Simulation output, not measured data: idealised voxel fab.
The process module presented herein is designated voxel local oxidation.
The figure presents cross-section cut, which has a width of 165 nm and is divided into square cells with an edge length of 5 nm.
Each cross-section below is a grid of square cells, stated as bands in top-down order, with one or more rows of cells making up each band. Look at the band entry: it leads with the top's height and the bottom's height in nm. Then it lists the materials left to right, with a width in nm for each. The word "throughout" on a single material says that material fills the band edge to edge. The word "air" is empty space. It should be noted that heights are counted from 0, beneath which the wafer as supplied is of one material throughout, and that the lowest band possesses no lower boundary but continues downward, as written in "0 -> down". Read "30..40" as a graded width: first number on top, second number at the bottom, same change between each pair of neighbouring rows. What does "nothing got changed" mean for a step? It means no cell of the cross-section changed in that step. "Closed empty spaces": empty spaces of 8 cells or more with no open way to the top, each given as width x height at distance, distance from the left edge, all in nm. Note: text after step settings on the step line = simulator remark on that step. overlay nm: mask right of planned place by this much (step with mask). Neg. = left.
-- Steps planned for the process
1: RECEIVE, material Si
2: OXIDIZE, depth nm 5
3: CONFORMAL_DEP, material SiN, thk nm 10
4: PATTERN, tone cover, mask id ACTIVE, material resist, width nm 105, thk nm 15, overlay nm 0
5: DIRECTIONAL_ETCH, etch materials SiN, depth nm 10
6: STRIP, etch materials resist
7: SELECTIVE_ETCH, etch materials SiO2, depth nm 5
8: OXIDIZE, depth nm 15
9: STRIP, etch materials SiN
-- Step 1 complete: cross-section of the wafer as received
	0 -> down | Si throughout
	Closed empty spaces: none
-- First of two wafers: cross-section at end of module, run per plan
	0 -> -5 | 35 air; 95 SiO2; 35 air
	-5 -> -20 | 50 SiO2; 65 Si; 50 SiO2
	-20 -> down | Si throughout
	Closed empty spaces: none
-- The second wafer, shown in cross-section after the module: started the same way as the first and given the same plan, yet one mistake crept into how it was run
	0 -> -5 | 40 air; 95 SiO2; 30 air
	-5 -> -20 | 55 SiO2; 65 Si; 45 SiO2
	-20 -> down | Si throughout
	Closed empty spaces: none
Error vs. plan: step 4 did not use the planned setting and instead ran as PATTERN, tone cover, mask id ACTIVE, material resist, width nm 105, thk nm 15, overlay nm 5
Matching per-material cell counts, mismatched positions: that is how the second wafer compares with the first at the end.
